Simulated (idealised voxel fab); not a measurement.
process module | voxel transistor to metal
cross-section cut | 215 nm wide | cells 5 nm
A cross-section is a grid of square cells, given in bands from the top down. A band is one or more rows of cells.
Each band's line starts with the height of the band's top and of its bottom, in nm. Then come its materials from left to right, each with its width in nm. One material with "throughout" fills the band from edge to edge. "air" is empty space.
Height 0 is the level under which the wafer as received is all one material. The lowest band goes on downwards, as in "0 down".
A width such as "30 to 40" changes by the same amount from each row of cells to the next, from the band's top row to its bottom row.
"no change" after a step means that no cell of the cross-section changed.
closed voids: empty space of 8 cells or more with no open way to the top, each as width x height at its distance from the left edge, in nm
after a step's settings: what the simulator itself notes on the step
overlay nm, on a step with a mask: how far to the right of its planned place the mask lay; to the left if negative
plan
1 op RECEIVE | material Si
2 op OXIDIZE | depth nm 5
3 op CONFORMAL_DEP | material SiN | thk nm 15
4 op MASKED_ETCH | tone cover | mask id ACTIVE | width nm 135 | etch materials SiN | depth nm 15 | overlay nm 0
5 op MASKED_ETCH | tone cover | mask id ACTIVE | width nm 135 | etch materials SiO2 | depth nm 5 | overlay nm 0
6 op MASKED_ETCH | tone cover | mask id ACTIVE | width nm 135 | etch materials Si | depth nm 35 | overlay nm 0
7 op OXIDIZE | depth nm 5
8 op FILL_DEP | material SiO2 | thk nm 5
9 op CMP | height nm 15
10 op SELECTIVE_ETCH | etch materials SiO2 | depth nm 10
11 op STRIP | etch materials SiN
12 op SELECTIVE_ETCH | etch materials SiO2 | depth nm 5
13 op OXIDIZE | depth nm 5
14 op DIRECTIONAL_DEP | material polySi | thk nm 25
15 op DIRECTIONAL_DEP | material SiCN | thk nm 10
16 op PATTERN | tone cover | mask id GATE | material resist | width nm 35 | thk nm 15 | overlay nm 0
17 op DIRECTIONAL_ETCH | etch materials SiCN | depth nm 20
18 op DIRECTIONAL_ETCH | etch materials polySi | depth nm 35
19 op STRIP | etch materials resist
20 op CONFORMAL_DEP | material SiO2 | thk nm 5
21 op DIRECTIONAL_ETCH | etch materials SiO2 | depth nm 5
22 op CONFORMAL_DEP | material SiN | thk nm 5
23 op DIRECTIONAL_ETCH | etch materials SiN | depth nm 5
24 op DIRECTIONAL_ETCH | etch materials SiO2 | depth nm 5
25 op DIRECTIONAL_ETCH | etch materials Si | depth nm 5
26 op EPI | material pSi | thk nm 5
27 op FILL_DEP | material SiO2 | thk nm 10
28 op CMP | height nm 20
29 op STRIP | etch materials polySi
30 op SELECTIVE_ETCH | etch materials SiO2 | depth nm 5
31 op CONFORMAL_DEP | material HfO2 | thk nm 5
32 op CONFORMAL_DEP | material TiN | thk nm 5
33 op FILL_DEP | material W | thk nm 5
34 op CMP | height nm 15
35 op DIRECTIONAL_DEP | material SiO2 | thk nm 15
36 op MASKED_ETCH | tone open | mask id CONTACT | width nm 20 | pitch nm 95 | etch materials SiO2 | depth nm 40 | overlay nm 0
37 op CONFORMAL_DEP | material TiN | thk nm 5
38 op FILL_DEP | material Ru | thk nm 10
39 op CMP | height nm 30
40 op DIRECTIONAL_DEP | material TiN | thk nm 5
41 op DIRECTIONAL_DEP | material W | thk nm 20
42 op PATTERN | tone cover | mask id METAL_1 | material resist | width nm 20 | pitch nm 95 | thk nm 15 | overlay nm 0
43 op DIRECTIONAL_ETCH | etch materials W | depth nm 20
44 op DIRECTIONAL_ETCH | etch materials TiN | depth nm 5
45 op STRIP | etch materials resist
46 op CONFORMAL_DEP | material SiCN | thk nm 5
47 op FILL_DEP | material lowk | thk nm 5
48 op CMP | height nm 55
49 op CONFORMAL_DEP | material SiCN | thk nm 5
50 op DIRECTIONAL_DEP | material lowk | thk nm 25
51 op PATTERN | tone open | mask id METAL_2_HOLES | material resist | width nm 15 | pitch nm 95 | thk nm 20 | overlay nm 0
52 op DIRECTIONAL_ETCH | etch materials lowk | depth nm 25
53 op STRIP | etch materials resist
54 op DIRECTIONAL_DEP | material aC | thk nm 10
55 op PATTERN | tone open | mask id METAL_2 | material resist | width nm 20 | pitch nm 95 | thk nm 25 | overlay nm 0
56 op DIRECTIONAL_ETCH | etch materials aC | depth nm 10
57 op STRIP | etch materials resist
58 op DIRECTIONAL_ETCH | etch materials lowk | depth nm 15
59 op DIRECTIONAL_ETCH | etch materials SiCN | depth nm 5
60 op STRIP | etch materials aC
61 op CONFORMAL_DEP | material TiN | thk nm 5
62 op FILL_DEP | material Ru | thk nm 5
63 op CMP | height nm 85
64 op CONFORMAL_DEP | material SiCN | thk nm 5
first wafer, as planned
as received, after step 1
  0 down: Si throughout
  closed voids: none
after step 2
  0 to -5: SiO2 throughout
  below -5: unchanged
after step 3
  15 to 0: SiN throughout
  below 0: unchanged
after step 4
  15 to 0: air 40 | SiN 135 | air 40
  below 0: unchanged
after step 5
  15 to 0: air 40 | SiN 135 | air 40
  0 to -5: air 40 | SiO2 135 | air 40
  below -5: unchanged
after step 6
  15 to 0: air 40 | SiN 135 | air 40
  0 to -5: air 40 | SiO2 135 | air 40
  -5 to -40: air 40 | Si 135 | air 40
  below -40: unchanged
after step 7
  15 to 0: air 40 | SiN 135 | air 40
  0 to -5: air 40 | SiO2 135 | air 40
  -5 to -40: air 40 | SiO2 5 | Si 125 | SiO2 5 | air 40
  -40 to -45: SiO2 45 | Si 125 | SiO2 45
  below -45: unchanged
after step 8
  20 to 15: SiO2 throughout
  15 to 0: SiO2 40 | SiN 135 | SiO2 40
  0 to -5: SiO2 throughout
  -5 to -45: SiO2 45 | Si 125 | SiO2 45
  below -45: unchanged
after step 9
  15 to 0: SiO2 40 | SiN 135 | SiO2 40
  below 0: unchanged
after step 10
  15 to 5: air 40 | SiN 135 | air 40
  below 5: unchanged
after step 11
  5 to 0: SiO2 40 | air 135 | SiO2 40
  below 0: unchanged
after step 12
  0 to -5: SiO2 35 | air 145 | SiO2 35
  below -5: unchanged
after step 13
  0 to -5: SiO2 35 | air 145 | SiO2 35
  -5 to -10: SiO2 throughout
  below -10: unchanged
after step 14
  25 to 20: polySi 35 | air 145 | polySi 35
  20 to 0: polySi throughout
  0 to -5: SiO2 35 | polySi 145 | SiO2 35
  below -5: unchanged
after step 15
  35 to 30: SiCN 35 | air 145 | SiCN 35
  30 to 25: SiCN throughout
  25 to 20: polySi 35 | SiCN 145 | polySi 35
  below 20: unchanged
after step 16
  50 to 35: air 90 | resist 35 | air 90
  35 to 30: SiCN 35 | air 55 | resist 35 | air 55 | SiCN 35
  below 30: unchanged
after step 17
  50 to 30: air 90 | resist 35 | air 90
  30 to 25: air 90 | SiCN 35 | air 90
  25 to 20: polySi 35 | air 55 | SiCN 35 | air 55 | polySi 35
  below 20: unchanged
after step 18
  50 to 30: air 90 | resist 35 | air 90
  30 to 20: air 90 | SiCN 35 | air 90
  20 to 0: air 90 | polySi 35 | air 90
  0 to -5: SiO2 35 | air 55 | polySi 35 | air 55 | SiO2 35
  below -5: unchanged
after step 19
  30 to 20: air 90 | SiCN 35 | air 90
  below 20: unchanged
after step 20
  35 to 30: air 85 | SiO2 45 | air 85
  30 to 20: air 85 | SiO2 5 | SiCN 35 | SiO2 5 | air 85
  20 to 5: air 85 | SiO2 5 | polySi 35 | SiO2 5 | air 85
  5 to 0: SiO2 40 | air 45 | SiO2 5 | polySi 35 | SiO2 5 | air 45 | SiO2 40
  0 to -5: SiO2 90 | polySi 35 | SiO2 90
  below -5: unchanged
after step 21
  30 to 20: air 85 | SiO2 5 | SiCN 35 | SiO2 5 | air 85
  20 to 0: air 85 | SiO2 5 | polySi 35 | SiO2 5 | air 85
  0 to -5: SiO2 40 | air 45 | SiO2 5 | polySi 35 | SiO2 5 | air 45 | SiO2 40
  below -5: unchanged
after step 22
  35 to 30: air 80 | SiN 55 | air 80
  30 to 20: air 80 | SiN 5 | SiO2 5 | SiCN 35 | SiO2 5 | SiN 5 | air 80
  20 to 5: air 80 | SiN 5 | SiO2 5 | polySi 35 | SiO2 5 | SiN 5 | air 80
  5 to 0: SiN 45 | air 35 | SiN 5 | SiO2 5 | polySi 35 | SiO2 5 | SiN 5 | air 35 | SiN 45
  0 to -5: SiO2 40 | SiN 45 | SiO2 5 | polySi 35 | SiO2 5 | SiN 45 | SiO2 40
  below -5: unchanged
after step 23
  30 to 20: air 80 | SiN 5 | SiO2 5 | SiCN 35 | SiO2 5 | SiN 5 | air 80
  20 to 0: air 80 | SiN 5 | SiO2 5 | polySi 35 | SiO2 5 | SiN 5 | air 80
  0 to -5: SiO2 40 | SiN 5 | air 35 | SiN 5 | SiO2 5 | polySi 35 | SiO2 5 | SiN 5 | air 35 | SiN 5 | SiO2 40
  below -5: unchanged
after step 24
  30 to 25: air 80 | SiN 5 | air 5 | SiCN 35 | air 5 | SiN 5 | air 80
  25 to 20: air 80 | SiN 5 | SiO2 5 | SiCN 35 | SiO2 5 | SiN 5 | air 80
  20 to 0: air 80 | SiN 5 | SiO2 5 | polySi 35 | SiO2 5 | SiN 5 | air 80
  0 to -5: air 40 | SiN 5 | air 35 | SiN 5 | SiO2 5 | polySi 35 | SiO2 5 | SiN 5 | air 35 | SiN 5 | air 40
  -5 to -10: SiO2 45 | air 35 | SiO2 55 | air 35 | SiO2 45
  below -10: unchanged
after step 25
  30 to 25: air 80 | SiN 5 | air 5 | SiCN 35 | air 5 | SiN 5 | air 80
  25 to 20: air 80 | SiN 5 | SiO2 5 | SiCN 35 | SiO2 5 | SiN 5 | air 80
  20 to 0: air 80 | SiN 5 | SiO2 5 | polySi 35 | SiO2 5 | SiN 5 | air 80
  0 to -5: air 40 | SiN 5 | air 35 | SiN 5 | SiO2 5 | polySi 35 | SiO2 5 | SiN 5 | air 35 | SiN 5 | air 40
  -5 to -10: SiO2 45 | air 35 | SiO2 55 | air 35 | SiO2 45
  -10 to -15: SiO2 45 | air 35 | Si 55 | air 35 | SiO2 45
  below -15: unchanged
after step 26
  30 to 25: air 80 | SiN 5 | air 5 | SiCN 35 | air 5 | SiN 5 | air 80
  25 to 20: air 80 | SiN 5 | SiO2 5 | SiCN 35 | SiO2 5 | SiN 5 | air 80
  20 to 0: air 80 | SiN 5 | SiO2 5 | polySi 35 | SiO2 5 | SiN 5 | air 80
  0 to -5: air 40 | SiN 5 | air 35 | SiN 5 | SiO2 5 | polySi 35 | SiO2 5 | SiN 5 | air 35 | SiN 5 | air 40
  -5 to -10: SiO2 45 | air 30 | pSi 5 | SiO2 55 | pSi 5 | air 30 | SiO2 45
  -10 to -15: SiO2 45 | pSi 35 | Si 55 | pSi 35 | SiO2 45
  below -15: unchanged
after step 27
  40 to 30: SiO2 throughout
  30 to 20: SiO2 80 | SiN 5 | SiO2 5 | SiCN 35 | SiO2 5 | SiN 5 | SiO2 80
  20 to 0: SiO2 80 | SiN 5 | SiO2 5 | polySi 35 | SiO2 5 | SiN 5 | SiO2 80
  0 to -5: SiO2 40 | SiN 5 | SiO2 35 | SiN 5 | SiO2 5 | polySi 35 | SiO2 5 | SiN 5 | SiO2 35 | SiN 5 | SiO2 40
  -5 to -10: SiO2 75 | pSi 5 | SiO2 55 | pSi 5 | SiO2 75
  below -10: unchanged
after step 28
  20 to 0: SiO2 80 | SiN 5 | SiO2 5 | polySi 35 | SiO2 5 | SiN 5 | SiO2 80
  below 0: unchanged
after step 29
  20 to 0: SiO2 80 | SiN 5 | SiO2 5 | air 35 | SiO2 5 | SiN 5 | SiO2 80
  0 to -5: SiO2 40 | SiN 5 | SiO2 35 | SiN 5 | SiO2 5 | air 35 | SiO2 5 | SiN 5 | SiO2 35 | SiN 5 | SiO2 40
  below -5: unchanged
after step 30
  20 to 15: air 80 | SiN 5 | air 45 | SiN 5 | air 80
  15 to 0: SiO2 80 | SiN 5 | air 45 | SiN 5 | SiO2 80
  0 to -5: SiO2 40 | SiN 5 | SiO2 35 | SiN 5 | air 45 | SiN 5 | SiO2 35 | SiN 5 | SiO2 40
  -5 to -10: SiO2 75 | pSi 5 | SiO2 5 | air 45 | SiO2 5 | pSi 5 | SiO2 75
  below -10: unchanged
after step 31
  25 to 20: air 75 | HfO2 15 | air 35 | HfO2 15 | air 75
  20 to 15: HfO2 80 | SiN 5 | HfO2 5 | air 35 | HfO2 5 | SiN 5 | HfO2 80
  15 to 0: SiO2 80 | SiN 5 | HfO2 5 | air 35 | HfO2 5 | SiN 5 | SiO2 80
  0 to -5: SiO2 40 | SiN 5 | SiO2 35 | SiN 5 | HfO2 5 | air 35 | HfO2 5 | SiN 5 | SiO2 35 | SiN 5 | SiO2 40
  -5 to -10: SiO2 75 | pSi 5 | SiO2 5 | HfO2 45 | SiO2 5 | pSi 5 | SiO2 75
  below -10: unchanged
after step 32
  30 to 25: air 70 | TiN 25 | air 25 | TiN 25 | air 70
  25 to 20: TiN 75 | HfO2 15 | TiN 5 | air 25 | TiN 5 | HfO2 15 | TiN 75
  20 to 15: HfO2 80 | SiN 5 | HfO2 5 | TiN 5 | air 25 | TiN 5 | HfO2 5 | SiN 5 | HfO2 80
  15 to 0: SiO2 80 | SiN 5 | HfO2 5 | TiN 5 | air 25 | TiN 5 | HfO2 5 | SiN 5 | SiO2 80
  0 to -5: SiO2 40 | SiN 5 | SiO2 35 | SiN 5 | HfO2 5 | TiN 35 | HfO2 5 | SiN 5 | SiO2 35 | SiN 5 | SiO2 40
  below -5: unchanged
after step 33
  35 to 30: W throughout
  30 to 25: W 70 | TiN 25 | W 25 | TiN 25 | W 70
  25 to 20: TiN 75 | HfO2 15 | TiN 5 | W 25 | TiN 5 | HfO2 15 | TiN 75
  20 to 15: HfO2 80 | SiN 5 | HfO2 5 | TiN 5 | W 25 | TiN 5 | HfO2 5 | SiN 5 | HfO2 80
  15 to 0: SiO2 80 | SiN 5 | HfO2 5 | TiN 5 | W 25 | TiN 5 | HfO2 5 | SiN 5 | SiO2 80
  below 0: unchanged
after step 34
  15 to 0: SiO2 80 | SiN 5 | HfO2 5 | TiN 5 | W 25 | TiN 5 | HfO2 5 | SiN 5 | SiO2 80
  below 0: unchanged
after step 35
  30 to 15: SiO2 throughout
  below 15: unchanged
after step 36
  30 to 15: SiO2 50 | air 20 | SiO2 75 | air 20 | SiO2 50
  15 to 0: SiO2 50 | air 20 | SiO2 10 | SiN 5 | HfO2 5 | TiN 5 | W 25 | TiN 5 | HfO2 5 | SiN 5 | SiO2 10 | air 20 | SiO2 50
  0 to -5: SiO2 40 | SiN 5 | SiO2 5 | air 20 | SiO2 10 | SiN 5 | HfO2 5 | TiN 35 | HfO2 5 | SiN 5 | SiO2 10 | air 20 | SiO2 5 | SiN 5 | SiO2 40
  -5 to -10: SiO2 50 | air 20 | SiO2 5 | pSi 5 | SiO2 5 | HfO2 45 | SiO2 5 | pSi 5 | SiO2 5 | air 20 | SiO2 50
  below -10: unchanged
after step 37
  35 to 30: TiN 55 | air 10 | TiN 85 | air 10 | TiN 55
  30 to 15: SiO2 50 | TiN 5 | air 10 | TiN 5 | SiO2 75 | TiN 5 | air 10 | TiN 5 | SiO2 50
  15 to 0: SiO2 50 | TiN 5 | air 10 | TiN 5 | SiO2 10 | SiN 5 | HfO2 5 | TiN 5 | W 25 | TiN 5 | HfO2 5 | SiN 5 | SiO2 10 | TiN 5 | air 10 | TiN 5 | SiO2 50
  0 to -5: SiO2 40 | SiN 5 | SiO2 5 | TiN 5 | air 10 | TiN 5 | SiO2 10 | SiN 5 | HfO2 5 | TiN 35 | HfO2 5 | SiN 5 | SiO2 10 | TiN 5 | air 10 | TiN 5 | SiO2 5 | SiN 5 | SiO2 40
  -5 to -10: SiO2 50 | TiN 20 | SiO2 5 | pSi 5 | SiO2 5 | HfO2 45 | SiO2 5 | pSi 5 | SiO2 5 | TiN 20 | SiO2 50
  below -10: unchanged
after step 38
  45 to 35: Ru throughout
  35 to 30: TiN 55 | Ru 10 | TiN 85 | Ru 10 | TiN 55
  30 to 15: SiO2 50 | TiN 5 | Ru 10 | TiN 5 | SiO2 75 | TiN 5 | Ru 10 | TiN 5 | SiO2 50
  15 to 0: SiO2 50 | TiN 5 | Ru 10 | TiN 5 | SiO2 10 | SiN 5 | HfO2 5 | TiN 5 | W 25 | TiN 5 | HfO2 5 | SiN 5 | SiO2 10 | TiN 5 | Ru 10 | TiN 5 | SiO2 50
  0 to -5: SiO2 40 | SiN 5 | SiO2 5 | TiN 5 | Ru 10 | TiN 5 | SiO2 10 | SiN 5 | HfO2 5 | TiN 35 | HfO2 5 | SiN 5 | SiO2 10 | TiN 5 | Ru 10 | TiN 5 | SiO2 5 | SiN 5 | SiO2 40
  below -5: unchanged
after step 39
  30 to 15: SiO2 50 | TiN 5 | Ru 10 | TiN 5 | SiO2 75 | TiN 5 | Ru 10 | TiN 5 | SiO2 50
  below 15: unchanged
after step 40
  35 to 30: TiN throughout
  below 30: unchanged
after step 41
  55 to 35: W throughout
  below 35: unchanged
after step 42
  70 to 55: air 50 | resist 20 | air 75 | resist 20 | air 50
  below 55: unchanged
after step 43
  70 to 55: air 50 | resist 20 | air 75 | resist 20 | air 50
  55 to 35: air 50 | W 20 | air 75 | W 20 | air 50
  below 35: unchanged
after step 44
  70 to 55: air 50 | resist 20 | air 75 | resist 20 | air 50
  55 to 35: air 50 | W 20 | air 75 | W 20 | air 50
  35 to 30: air 50 | TiN 20 | air 75 | TiN 20 | air 50
  below 30: unchanged
after step 45
  55 to 35: air 50 | W 20 | air 75 | W 20 | air 50
  below 35: unchanged
after step 46
  60 to 55: air 45 | SiCN 30 | air 65 | SiCN 30 | air 45
  55 to 35: air 45 | SiCN 5 | W 20 | SiCN 5 | air 65 | SiCN 5 | W 20 | SiCN 5 | air 45
  35 to 30: SiCN 50 | TiN 20 | SiCN 75 | TiN 20 | SiCN 50
  below 30: unchanged
after step 47
  65 to 60: lowk throughout
  60 to 55: lowk 45 | SiCN 30 | lowk 65 | SiCN 30 | lowk 45
  55 to 35: lowk 45 | SiCN 5 | W 20 | SiCN 5 | lowk 65 | SiCN 5 | W 20 | SiCN 5 | lowk 45
  below 35: unchanged
after step 48
  55 to 35: lowk 45 | SiCN 5 | W 20 | SiCN 5 | lowk 65 | SiCN 5 | W 20 | SiCN 5 | lowk 45
  below 35: unchanged
after step 49
  60 to 55: SiCN throughout
  below 55: unchanged
after step 50
  85 to 60: lowk throughout
  below 60: unchanged
after step 51
  105 to 85: resist 50 | air 15 | resist 80 | air 15 | resist 55
  below 85: unchanged
after step 52
  105 to 85: resist 50 | air 15 | resist 80 | air 15 | resist 55
  85 to 60: lowk 50 | air 15 | lowk 80 | air 15 | lowk 55
  below 60: unchanged
after step 53
  85 to 60: lowk 50 | air 15 | lowk 80 | air 15 | lowk 55
  below 60: unchanged
after step 54
  95 to 85: aC 50 | air 15 | aC 80 | air 15 | aC 55
  85 to 70: lowk 50 | air 15 | lowk 80 | air 15 | lowk 55
  70 to 60: lowk 50 | aC 15 | lowk 80 | aC 15 | lowk 55
  below 60: unchanged
after step 55
  120 to 95: resist 50 | air 20 | resist 75 | air 20 | resist 50
  below 95: unchanged
after step 56
  110 to 95: resist 50 | air 20 | resist 75 | air 20 | resist 50
  95 to 85: aC 50 | air 20 | aC 75 | air 20 | aC 50
  85 to 60: lowk 50 | air 15 | lowk 80 | air 15 | lowk 55
  below 60: unchanged
after step 57
  95 to 85: aC 50 | air 20 | aC 75 | air 20 | aC 50
  below 85: unchanged
after step 58
  95 to 85: aC 50 | air 20 | aC 75 | air 20 | aC 50
  85 to 70: lowk 50 | air 20 | lowk 75 | air 20 | lowk 50
  below 70: unchanged
after step 59
  95 to 85: aC 50 | air 20 | aC 75 | air 20 | aC 50
  85 to 70: lowk 50 | air 20 | lowk 75 | air 20 | lowk 50
  70 to 60: lowk 50 | air 15 | lowk 80 | air 15 | lowk 55
  60 to 55: SiCN 50 | air 15 | SiCN 80 | air 15 | SiCN 55
  below 55: unchanged
after step 60
  85 to 70: lowk 50 | air 20 | lowk 75 | air 20 | lowk 50
  below 70: unchanged
after step 61
  90 to 85: TiN 55 | air 10 | TiN 85 | air 10 | TiN 55
  85 to 75: lowk 50 | TiN 5 | air 10 | TiN 5 | lowk 75 | TiN 5 | air 10 | TiN 5 | lowk 50
  75 to 70: lowk 50 | TiN 5 | air 5 | TiN 10 | lowk 75 | TiN 5 | air 5 | TiN 10 | lowk 50
  70 to 60: lowk 50 | TiN 5 | air 5 | TiN 5 | lowk 80 | TiN 5 | air 5 | TiN 5 | lowk 55
  60 to 55: SiCN 50 | TiN 15 | SiCN 80 | TiN 15 | SiCN 55
  below 55: unchanged
after step 62
  95 to 90: Ru throughout
  90 to 85: TiN 55 | Ru 10 | TiN 85 | Ru 10 | TiN 55
  85 to 75: lowk 50 | TiN 5 | Ru 10 | TiN 5 | lowk 75 | TiN 5 | Ru 10 | TiN 5 | lowk 50
  75 to 70: lowk 50 | TiN 5 | Ru 5 | TiN 10 | lowk 75 | TiN 5 | Ru 5 | TiN 10 | lowk 50
  70 to 60: lowk 50 | TiN 5 | Ru 5 | TiN 5 | lowk 80 | TiN 5 | Ru 5 | TiN 5 | lowk 55
  below 60: unchanged
after step 63
  85 to 75: lowk 50 | TiN 5 | Ru 10 | TiN 5 | lowk 75 | TiN 5 | Ru 10 | TiN 5 | lowk 50
  below 75: unchanged
after step 64
  90 to 85: SiCN throughout
  below 85: unchanged
second wafer: like start, like plan, one mistake. Through step 30 it matches the first wafer
when step 31 should have ended: no change
when step 32 should have ended
  25 to 20: air 75 | TiN 15 | air 35 | TiN 15 | air 75
  20 to 15: TiN 80 | SiN 5 | TiN 5 | air 35 | TiN 5 | SiN 5 | TiN 80
  15 to 0: SiO2 80 | SiN 5 | TiN 5 | air 35 | TiN 5 | SiN 5 | SiO2 80
  0 to -5: SiO2 40 | SiN 5 | SiO2 35 | SiN 5 | TiN 5 | air 35 | TiN 5 | SiN 5 | SiO2 35 | SiN 5 | SiO2 40
  -5 to -10: SiO2 75 | pSi 5 | SiO2 5 | TiN 45 | SiO2 5 | pSi 5 | SiO2 75
  below -10: unchanged
when step 33 should have ended
  30 to 25: W throughout
  25 to 20: W 75 | TiN 15 | W 35 | TiN 15 | W 75
  20 to 15: TiN 80 | SiN 5 | TiN 5 | W 35 | TiN 5 | SiN 5 | TiN 80
  15 to 0: SiO2 80 | SiN 5 | TiN 5 | W 35 | TiN 5 | SiN 5 | SiO2 80
  0 to -5: SiO2 40 | SiN 5 | SiO2 35 | SiN 5 | TiN 5 | W 35 | TiN 5 | SiN 5 | SiO2 35 | SiN 5 | SiO2 40
  below -5: unchanged
when step 34 should have ended
  15 to 0: SiO2 80 | SiN 5 | TiN 5 | W 35 | TiN 5 | SiN 5 | SiO2 80
  below 0: unchanged
when step 35 should have ended
  30 to 15: SiO2 throughout
  below 15: unchanged
when step 36 should have ended
  30 to 15: SiO2 50 | air 20 | SiO2 75 | air 20 | SiO2 50
  15 to 0: SiO2 50 | air 20 | SiO2 10 | SiN 5 | TiN 5 | W 35 | TiN 5 | SiN 5 | SiO2 10 | air 20 | SiO2 50
  0 to -5: SiO2 40 | SiN 5 | SiO2 5 | air 20 | SiO2 10 | SiN 5 | TiN 5 | W 35 | TiN 5 | SiN 5 | SiO2 10 | air 20 | SiO2 5 | SiN 5 | SiO2 40
  -5 to -10: SiO2 50 | air 20 | SiO2 5 | pSi 5 | SiO2 5 | TiN 45 | SiO2 5 | pSi 5 | SiO2 5 | air 20 | SiO2 50
  below -10: unchanged
when step 37 should have ended
  35 to 30: TiN 55 | air 10 | TiN 85 | air 10 | TiN 55
  30 to 15: SiO2 50 | TiN 5 | air 10 | TiN 5 | SiO2 75 | TiN 5 | air 10 | TiN 5 | SiO2 50
  15 to 0: SiO2 50 | TiN 5 | air 10 | TiN 5 | SiO2 10 | SiN 5 | TiN 5 | W 35 | TiN 5 | SiN 5 | SiO2 10 | TiN 5 | air 10 | TiN 5 | SiO2 50
  0 to -5: SiO2 40 | SiN 5 | SiO2 5 | TiN 5 | air 10 | TiN 5 | SiO2 10 | SiN 5 | TiN 5 | W 35 | TiN 5 | SiN 5 | SiO2 10 | TiN 5 | air 10 | TiN 5 | SiO2 5 | SiN 5 | SiO2 40
  -5 to -10: SiO2 50 | TiN 20 | SiO2 5 | pSi 5 | SiO2 5 | TiN 45 | SiO2 5 | pSi 5 | SiO2 5 | TiN 20 | SiO2 50
  below -10: unchanged
when step 38 should have ended
  45 to 35: Ru throughout
  35 to 30: TiN 55 | Ru 10 | TiN 85 | Ru 10 | TiN 55
  30 to 15: SiO2 50 | TiN 5 | Ru 10 | TiN 5 | SiO2 75 | TiN 5 | Ru 10 | TiN 5 | SiO2 50
  15 to 0: SiO2 50 | TiN 5 | Ru 10 | TiN 5 | SiO2 10 | SiN 5 | TiN 5 | W 35 | TiN 5 | SiN 5 | SiO2 10 | TiN 5 | Ru 10 | TiN 5 | SiO2 50
  0 to -5: SiO2 40 | SiN 5 | SiO2 5 | TiN 5 | Ru 10 | TiN 5 | SiO2 10 | SiN 5 | TiN 5 | W 35 | TiN 5 | SiN 5 | SiO2 10 | TiN 5 | Ru 10 | TiN 5 | SiO2 5 | SiN 5 | SiO2 40
  below -5: unchanged
when step 39 should have ended
  30 to 15: SiO2 50 | TiN 5 | Ru 10 | TiN 5 | SiO2 75 | TiN 5 | Ru 10 | TiN 5 | SiO2 50
  below 15: unchanged
when step 40 should have ended
  35 to 30: TiN throughout
  below 30: unchanged
when step 41 should have ended
  55 to 35: W throughout
  below 35: unchanged
when step 42 should have ended
  70 to 55: air 50 | resist 20 | air 75 | resist 20 | air 50
  below 55: unchanged
when step 43 should have ended
  70 to 55: air 50 | resist 20 | air 75 | resist 20 | air 50
  55 to 35: air 50 | W 20 | air 75 | W 20 | air 50
  below 35: unchanged
when step 44 should have ended
  70 to 55: air 50 | resist 20 | air 75 | resist 20 | air 50
  55 to 35: air 50 | W 20 | air 75 | W 20 | air 50
  35 to 30: air 50 | TiN 20 | air 75 | TiN 20 | air 50
  below 30: unchanged
when step 45 should have ended
  55 to 35: air 50 | W 20 | air 75 | W 20 | air 50
  below 35: unchanged
when step 46 should have ended
  60 to 55: air 45 | SiCN 30 | air 65 | SiCN 30 | air 45
  55 to 35: air 45 | SiCN 5 | W 20 | SiCN 5 | air 65 | SiCN 5 | W 20 | SiCN 5 | air 45
  35 to 30: SiCN 50 | TiN 20 | SiCN 75 | TiN 20 | SiCN 50
  below 30: unchanged
when step 47 should have ended
  65 to 60: lowk throughout
  60 to 55: lowk 45 | SiCN 30 | lowk 65 | SiCN 30 | lowk 45
  55 to 35: lowk 45 | SiCN 5 | W 20 | SiCN 5 | lowk 65 | SiCN 5 | W 20 | SiCN 5 | lowk 45
  below 35: unchanged
when step 48 should have ended
  55 to 35: lowk 45 | SiCN 5 | W 20 | SiCN 5 | lowk 65 | SiCN 5 | W 20 | SiCN 5 | lowk 45
  below 35: unchanged
when step 49 should have ended
  60 to 55: SiCN throughout
  below 55: unchanged
when step 50 should have ended
  85 to 60: lowk throughout
  below 60: unchanged
when step 51 should have ended
  105 to 85: resist 50 | air 15 | resist 80 | air 15 | resist 55
  below 85: unchanged
when step 52 should have ended
  105 to 85: resist 50 | air 15 | resist 80 | air 15 | resist 55
  85 to 60: lowk 50 | air 15 | lowk 80 | air 15 | lowk 55
  below 60: unchanged
when step 53 should have ended
  85 to 60: lowk 50 | air 15 | lowk 80 | air 15 | lowk 55
  below 60: unchanged
when step 54 should have ended
  95 to 85: aC 50 | air 15 | aC 80 | air 15 | aC 55
  85 to 70: lowk 50 | air 15 | lowk 80 | air 15 | lowk 55
  70 to 60: lowk 50 | aC 15 | lowk 80 | aC 15 | lowk 55
  below 60: unchanged
when step 55 should have ended
  120 to 95: resist 50 | air 20 | resist 75 | air 20 | resist 50
  below 95: unchanged
when step 56 should have ended
  110 to 95: resist 50 | air 20 | resist 75 | air 20 | resist 50
  95 to 85: aC 50 | air 20 | aC 75 | air 20 | aC 50
  85 to 60: lowk 50 | air 15 | lowk 80 | air 15 | lowk 55
  below 60: unchanged
when step 57 should have ended
  95 to 85: aC 50 | air 20 | aC 75 | air 20 | aC 50
  below 85: unchanged
when step 58 should have ended
  95 to 85: aC 50 | air 20 | aC 75 | air 20 | aC 50
  85 to 70: lowk 50 | air 20 | lowk 75 | air 20 | lowk 50
  below 70: unchanged
when step 59 should have ended
  95 to 85: aC 50 | air 20 | aC 75 | air 20 | aC 50
  85 to 70: lowk 50 | air 20 | lowk 75 | air 20 | lowk 50
  70 to 60: lowk 50 | air 15 | lowk 80 | air 15 | lowk 55
  60 to 55: SiCN 50 | air 15 | SiCN 80 | air 15 | SiCN 55
  below 55: unchanged
when step 60 should have ended
  85 to 70: lowk 50 | air 20 | lowk 75 | air 20 | lowk 50
  below 70: unchanged
when step 61 should have ended
  90 to 85: TiN 55 | air 10 | TiN 85 | air 10 | TiN 55
  85 to 75: lowk 50 | TiN 5 | air 10 | TiN 5 | lowk 75 | TiN 5 | air 10 | TiN 5 | lowk 50
  75 to 70: lowk 50 | TiN 5 | air 5 | TiN 10 | lowk 75 | TiN 5 | air 5 | TiN 10 | lowk 50
  70 to 60: lowk 50 | TiN 5 | air 5 | TiN 5 | lowk 80 | TiN 5 | air 5 | TiN 5 | lowk 55
  60 to 55: SiCN 50 | TiN 15 | SiCN 80 | TiN 15 | SiCN 55
  below 55: unchanged
when step 62 should have ended
  95 to 90: Ru throughout
  90 to 85: TiN 55 | Ru 10 | TiN 85 | Ru 10 | TiN 55
  85 to 75: lowk 50 | TiN 5 | Ru 10 | TiN 5 | lowk 75 | TiN 5 | Ru 10 | TiN 5 | lowk 50
  75 to 70: lowk 50 | TiN 5 | Ru 5 | TiN 10 | lowk 75 | TiN 5 | Ru 5 | TiN 10 | lowk 50
  70 to 60: lowk 50 | TiN 5 | Ru 5 | TiN 5 | lowk 80 | TiN 5 | Ru 5 | TiN 5 | lowk 55
  below 60: unchanged
when step 63 should have ended
  85 to 75: lowk 50 | TiN 5 | Ru 10 | TiN 5 | lowk 75 | TiN 5 | Ru 10 | TiN 5 | lowk 50
  below 75: unchanged
when step 64 should have ended
  90 to 85: SiCN throughout
  below 85: unchanged
what went wrong: step 31 was left out
at the end the second wafer has, in cells: 17 fewer of HfO2 | 4 more of TiN | 13 more of W
